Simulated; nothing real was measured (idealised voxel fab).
process module | voxel transistor to metal
cross-section cut | 210 nm wide | cells 5 nm
A cross-section is a grid of square cells, given in bands from the top down. A band is one or more rows of cells.
Each band's line starts with the height of the band's top and of its bottom, in nm. Then come its materials from left to right, each with its width in nm. One material with "throughout" fills the band from edge to edge. "air" is empty space.
Height 0 is the level under which the wafer as received is all one material. The lowest band goes on downwards, as in "0 down".
A width such as "30 to 40" changes by the same amount from each row of cells to the next, from the band's top row to its bottom row.
"no change" after a step means that no cell of the cross-section changed.
closed voids: empty space of 8 cells or more with no open way to the top, each as width x height at its distance from the left edge, in nm
after a step's settings: what the simulator itself notes on the step
overlay nm, on a step with a mask: how far to the right of its planned place the mask lay; to the left if negative
plan
1 op RECEIVE | material Si
2 op CONFORMAL_DEP | material SiO2 | thk nm 5
3 op CONFORMAL_DEP | material SiN | thk nm 10
4 op DIRECTIONAL_DEP | material aC | thk nm 10
5 op PATTERN | tone cover | mask id ACTIVE | material resist | width nm 105 | thk nm 25 | overlay nm 0
6 op DIRECTIONAL_ETCH | etch materials aC | depth nm 10
7 op STRIP | etch materials resist
8 op DIRECTIONAL_ETCH | etch materials SiN | depth nm 10
9 op DIRECTIONAL_ETCH | etch materials SiO2 | depth nm 5
10 op DIRECTIONAL_ETCH | etch materials Si | depth nm 30
11 op STRIP | etch materials aC
12 op FILL_DEP | material SiO2 | thk nm 15
13 op CMP | height nm 15
14 op SELECTIVE_ETCH | etch materials SiO2 | depth nm 5
15 op STRIP | etch materials SiN
16 op SELECTIVE_ETCH | etch materials SiO2 | depth nm 5
17 op OXIDIZE | depth nm 5
18 op DIRECTIONAL_DEP | material polySi | thk nm 20
19 op DIRECTIONAL_DEP | material SiCN | thk nm 10
20 op DIRECTIONAL_DEP | material aC | thk nm 10
21 op PATTERN | tone cover | mask id GATE | material resist | width nm 15 | thk nm 30 | overlay nm 0
22 op DIRECTIONAL_ETCH | etch materials aC | depth nm 10
23 op STRIP | etch materials resist
24 op DIRECTIONAL_ETCH | etch materials SiCN | depth nm 20
25 op DIRECTIONAL_ETCH | etch materials polySi | depth nm 30
26 op STRIP | etch materials aC
27 op CONFORMAL_DEP | material SiN | thk nm 5
28 op DIRECTIONAL_ETCH | etch materials SiN | depth nm 5
29 op DIRECTIONAL_ETCH | etch materials SiO2 | depth nm 5
30 op EPI | material pSi | thk nm 5
31 op FILL_DEP | material SiO2 | thk nm 10
32 op CMP | height nm 30
33 op DIRECTIONAL_DEP | material SiO2 | thk nm 15
34 op PATTERN | tone open | mask id CONTACT | material resist | width nm 30 | pitch nm 55 | thk nm 20 | overlay nm 0
35 op DIRECTIONAL_ETCH | etch materials SiO2 | depth nm 45
36 op STRIP | etch materials resist
37 op CONFORMAL_DEP | material TiN | thk nm 5
38 op FILL_DEP | material W | thk nm 5
39 op CMP | height nm 45
40 op DIRECTIONAL_DEP | material TiN | thk nm 5
41 op DIRECTIONAL_DEP | material W | thk nm 25
42 op DIRECTIONAL_DEP | material aC | thk nm 15
43 op PATTERN | tone cover | mask id METAL_1 | material resist | width nm 15 | pitch nm 70 | thk nm 35 | overlay nm 0
44 op DIRECTIONAL_ETCH | etch materials aC | depth nm 15
45 op STRIP | etch materials resist
46 op DIRECTIONAL_ETCH | etch materials W | depth nm 25
47 op DIRECTIONAL_ETCH | etch materials TiN | depth nm 5
48 op STRIP | etch materials aC
49 op FILL_DEP | material SiO2 | thk nm 10
50 op CMP | height nm 75
51 op CONFORMAL_DEP | material SiN | thk nm 5
as received, after step 1
  0 down: Si throughout
  closed voids: none
a wafer at the end: this start, this plan, one mistake
  80 to 75: SiN throughout
  75 to 70: SiO2 throughout
  70 to 50: SiO2 60 | W 15 | SiO2 55 | W 15 | SiO2 65
  50 to 45: SiO2 60 | TiN 15 | SiO2 55 | TiN 15 | SiO2 65
  45 to 30: SiO2 60 | TiN 5 | W 20 | TiN 5 | SiO2 25 | TiN 5 | W 20 | TiN 5 | SiO2 65
  30 to 20: SiO2 60 | TiN 5 | W 20 | TiN 5 | SiN 5 | SiCN 15 | SiN 5 | TiN 5 | W 20 | TiN 5 | SiO2 65
  20 to 5: SiO2 60 | TiN 5 | W 20 | TiN 5 | SiN 5 | polySi 15 | SiN 5 | TiN 5 | W 20 | TiN 5 | SiO2 65
  5 to 0: SiO2 45 | SiN 5 | SiO2 10 | TiN 30 | SiN 5 | polySi 15 | SiN 5 | TiN 30 | SiO2 10 | SiN 5 | SiO2 50
  0 to -5: SiO2 50 | pSi 40 | SiO2 25 | pSi 40 | SiO2 55
  -5 to -30: SiO2 50 | Si 105 | SiO2 55
  -30 down: Si throughout
  closed voids: none
what went wrong: step 41 ran as: op DIRECTIONAL_DEP | material W | thk nm 20
